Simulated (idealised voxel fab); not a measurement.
Process module, titled voxel wiring stack
Square cells of 5 nm make up the cross-section cut, whose width is 235 nm.
This document writes a cross-section as a grid whose cells are square, and gives it as bands, listed from the top down; one or more rows of cells form a band. For a band, the entry starts with two heights in nm, that of the top and then that of the bottom, and carries on with the band's materials in order from left to right, each alongside its width in nm; the word "everywhere" beside a single material means it fills the band edge to edge, and "empty" means empty space. A quick word on heights: they are counted from 0, and under that level the wafer as it came to us is one material throughout. The lowest band is different from the rest in having no bottom; it simply continues downward, written as in "0..down". A two-number width, for instance "30 to 40", indicates that the width is equal to the first number in the top row of the band and to the second number in the bottom row, and that it changes by a constant amount per row of cells. Reading "stayed the same" for a step: not a cell of the cross-section changed in it. The entry titled "Closed void register" provides the empty spaces that have no open way to the top, restricted to those of 8 cells or more. Each is presented as width x height at distance, the distance being measured from the left edge, with all three in nm. On each step's line, the part that comes after the settings is the simulator's own comment on the step. overlay nm, on a step with a mask: how far to the right of its planned place the mask lay; to the left if negative.
Steps in the process plan:
| 1 | RECEIVE, material Si |
| 2 | CONFORMAL_DEP, material SiO2, thk nm 15 |
| 3 | DIRECTIONAL_DEP, material TiN, thk nm 5 |
| 4 | DIRECTIONAL_DEP, material W, thk nm 15 |
| 5 | PATTERN, tone cover, mask id METAL_1, material resist, width nm 25, pitch nm 55, thk nm 20, overlay nm 0 |
| 6 | DIRECTIONAL_ETCH, etch materials W, depth nm 15 |
| 7 | DIRECTIONAL_ETCH, etch materials TiN, depth nm 5 |
| 8 | STRIP, etch materials resist |
| 9 | CONFORMAL_DEP, material SiN, thk nm 5 |
| 10 | FILL_DEP, material lowk, thk nm 10 |
| 11 | CMP, height nm 35 |
| 12 | CONFORMAL_DEP, material SiCN, thk nm 5 |
| 13 | DIRECTIONAL_DEP, material SiO2, thk nm 20 |
| 14 | DIRECTIONAL_DEP, material aC, thk nm 10 |
| 15 | PATTERN, tone open, mask id PLUG_1, material resist, width nm 15, pitch nm 110, thk nm 30, overlay nm 0 |
| 16 | DIRECTIONAL_ETCH, etch materials aC, depth nm 10 |
| 17 | STRIP, etch materials resist |
| 18 | DIRECTIONAL_ETCH, etch materials SiO2, depth nm 20 |
| 19 | DIRECTIONAL_ETCH, etch materials SiCN, depth nm 5 |
| 20 | STRIP, etch materials aC |
| 21 | CONFORMAL_DEP, material TiN, thk nm 5 |
| 22 | FILL_DEP, material Ru, thk nm 5 |
| 23 | CMP, height nm 60 |
| 24 | DIRECTIONAL_DEP, material TiN, thk nm 5 |
| 25 | DIRECTIONAL_DEP, material Ru, thk nm 25 |
| 26 | PATTERN, tone cover, mask id METAL_2, material resist, width nm 25, pitch nm 55, thk nm 20, overlay nm 0 |
| 27 | DIRECTIONAL_ETCH, etch materials Ru, depth nm 25 |
| 28 | DIRECTIONAL_ETCH, etch materials TiN, depth nm 5 |
| 29 | STRIP, etch materials resist |
| 30 | FILL_DEP, material SiO2, thk nm 5 |
| 31 | CMP, height nm 90 |
| 32 | CONFORMAL_DEP, material SiCN, thk nm 5 |
| 33 | DIRECTIONAL_DEP, material lowk, thk nm 25 |
| 34 | MASKED_ETCH, tone open, mask id METAL_3_HOLES, width nm 15, pitch nm 110, etch materials lowk, depth nm 25, overlay nm 0 |
| 35 | PATTERN, tone open, mask id METAL_3, material resist, width nm 25, pitch nm 55, thk nm 20, overlay nm 0 |
| 36 | DIRECTIONAL_ETCH, etch materials lowk, depth nm 15 |
| 37 | DIRECTIONAL_ETCH, etch materials SiCN, depth nm 5 |
| 38 | STRIP, etch materials resist |
| 39 | CONFORMAL_DEP, material TiN, thk nm 5 |
| 40 | FILL_DEP, material Cu, thk nm 10 |
| 41 | CMP, height nm 120 |
| 42 | CONFORMAL_DEP, material SiCN, thk nm 5 |
| 43 | DIRECTIONAL_DEP, material SiO2, thk nm 15 |
| 44 | PATTERN, tone open, mask id PLUG_3, material resist, width nm 15, pitch nm 55, thk nm 20, overlay nm 0 |
| 45 | DIRECTIONAL_ETCH, etch materials SiO2, depth nm 15 |
| 46 | DIRECTIONAL_ETCH, etch materials SiCN, depth nm 5 |
| 47 | STRIP, etch materials resist |
| 48 | EPI, material Ru, thk nm 10 |
| 49 | EPI, material Ru, thk nm 10 |
| 50 | CONFORMAL_DEP, material SiCN, thk nm 5 |
| 51 | DIRECTIONAL_DEP, material lowk, thk nm 15 |
| 52 | MASKED_ETCH, tone open, mask id METAL_4, width nm 25, pitch nm 55, etch materials lowk, depth nm 15, overlay nm 0 |
| 53 | MASKED_ETCH, tone open, mask id METAL_4, width nm 25, pitch nm 55, etch materials SiCN, depth nm 5, overlay nm 0 |
| 54 | CONFORMAL_DEP, material TiN, thk nm 5 |
| 55 | FILL_DEP, material Cu, thk nm 10 |
| 56 | CMP, height nm 160 |
| 57 | EPI, material Ru, thk nm 5 |
| 58 | FILL_DEP, material SiCN, thk nm 5 |
Incoming wafer in cross-section (state: after step 1):
  0..down | Si everywhere
  Closed void register: none
Wafer cross-section at module end: first of two, run to plan:
  170..165 | SiCN everywhere
  165..160 | SiCN (15) / Ru (35) / SiCN (20) / Ru (35) / SiCN (20) / Ru (35) / SiCN (20) / Ru (35) / SiCN (20)
  160..145 | lowk (20) / TiN (5) / Cu (15) / TiN (5) / lowk (30) / TiN (5) / Cu (15) / TiN (5) / lowk (30) / TiN (5) / Cu (15) / TiN (5) / lowk (30) / TiN (5) / Cu (15) / TiN (5) / lowk (25)
  145..140 | SiCN (20) / TiN (25) / SiCN (30) / TiN (25) / SiCN (30) / TiN (25) / SiCN (30) / TiN (25) / SiCN (25)
  140..125 | SiO2 (20) / Ru (15) / SiO2 (40) / Ru (15) / SiO2 (40) / Ru (15) / SiO2 (40) / Ru (15) / SiO2 (35)
  125..120 | SiCN (20) / Ru (15) / SiCN (40) / Ru (15) / SiCN (40) / Ru (15) / SiCN (40) / Ru (15) / SiCN (35)
  120..110 | lowk (20) / TiN (5) / Cu (15) / TiN (5) / lowk (30) / TiN (5) / Cu (15) / TiN (5) / lowk (30) / TiN (5) / Cu (15) / TiN (5) / lowk (30) / TiN (5) / Cu (15) / TiN (5) / lowk (25)
  110..105 | lowk (20) / TiN (5) / Cu (5) / TiN (15) / lowk (30) / TiN (25) / lowk (30) / TiN (5) / Cu (5) / TiN (15) / lowk (30) / TiN (25) / lowk (25)
  105..95 | lowk (20) / TiN (5) / Cu (5) / TiN (5) / lowk (95) / TiN (5) / Cu (5) / TiN (5) / lowk (90)
  95..90 | SiCN (20) / TiN (15) / SiCN (95) / TiN (15) / SiCN (90)
  90..65 | SiO2 (20) / Ru (25) / SiO2 (30) / Ru (25) / SiO2 (30) / Ru (25) / SiO2 (30) / Ru (25) / SiO2 (25)
  65..60 | SiO2 (20) / TiN (25) / SiO2 (30) / TiN (25) / SiO2 (30) / TiN (25) / SiO2 (30) / TiN (25) / SiO2 (25)
  60..40 | SiO2 (20) / TiN (5) / Ru (5) / TiN (5) / SiO2 (95) / TiN (5) / Ru (5) / TiN (5) / SiO2 (90)
  40..35 | SiCN (20) / TiN (15) / SiCN (95) / TiN (15) / SiCN (90)
  35..20 | lowk (15) / SiN (5) / W (25) / SiN (5) / lowk (20) / SiN (5) / W (25) / SiN (5) / lowk (20) / SiN (5) / W (25) / SiN (5) / lowk (20) / SiN (5) / W (25) / SiN (5) / lowk (20)
  20..15 | SiN (20) / TiN (25) / SiN (30) / TiN (25) / SiN (30) / TiN (25) / SiN (30) / TiN (25) / SiN (25)
  15..0 | SiO2 everywhere
  0..down | Si everywhere
  Closed void register: none
Wafer two, end of module, cross-section. Same start, same plan as wafer one. One mistake in the run:
  170..165 | SiCN everywhere
  165..160 | SiCN (15) / Ru (35) / SiCN (20) / Ru (35) / SiCN (20) / Ru (35) / SiCN (20) / Ru (35) / SiCN (20)
  160..145 | lowk (20) / TiN (5) / Cu (15) / TiN (5) / lowk (30) / TiN (5) / Cu (15) / TiN (5) / lowk (30) / TiN (5) / Cu (15) / TiN (5) / lowk (30) / TiN (5) / Cu (15) / TiN (5) / lowk (25)
  145..140 | SiCN (20) / TiN (25) / SiCN (30) / TiN (25) / SiCN (30) / TiN (25) / SiCN (30) / TiN (25) / SiCN (25)
  140..125 | SiO2 (20) / Ru (15) / SiO2 (40) / Ru (15) / SiO2 (40) / Ru (15) / SiO2 (40) / Ru (15) / SiO2 (35)
  125..120 | SiCN (20) / Ru (15) / SiCN (40) / Ru (15) / SiCN (40) / Ru (15) / SiCN (40) / Ru (15) / SiCN (35)
  120..115 | SiCN (20) / TiN (25) / SiCN (30) / TiN (25) / SiCN (30) / TiN (25) / SiCN (30) / TiN (25) / SiCN (25)
  115..90 | lowk everywhere
  90..65 | SiO2 (20) / Ru (25) / SiO2 (30) / Ru (25) / SiO2 (30) / Ru (25) / SiO2 (30) / Ru (25) / SiO2 (25)
  65..60 | SiO2 (20) / TiN (25) / SiO2 (30) / TiN (25) / SiO2 (30) / TiN (25) / SiO2 (30) / TiN (25) / SiO2 (25)
  60..40 | SiO2 (20) / TiN (5) / Ru (5) / TiN (5) / SiO2 (95) / TiN (5) / Ru (5) / TiN (5) / SiO2 (90)
  40..35 | SiCN (20) / TiN (15) / SiCN (95) / TiN (15) / SiCN (90)
  35..20 | lowk (15) / SiN (5) / W (25) / SiN (5) / lowk (20) / SiN (5) / W (25) / SiN (5) / lowk (20) / SiN (5) / W (25) / SiN (5) / lowk (20) / SiN (5) / W (25) / SiN (5) / lowk (20)
  20..15 | SiN (20) / TiN (25) / SiN (30) / TiN (25) / SiN (30) / TiN (25) / SiN (30) / TiN (25) / SiN (25)
  15..0 | SiO2 everywhere
  0..down | Si everywhere
  Closed void register: none
Nonconformance to the process plan: note: step 32 <-> step 33, run order reversed vs plan
The second wafer ends with more or fewer cells of some materials than the first, per final count: Cu: 30 fewer | SiCN: 14 fewer | TiN: 28 fewer | lowk: 72 more
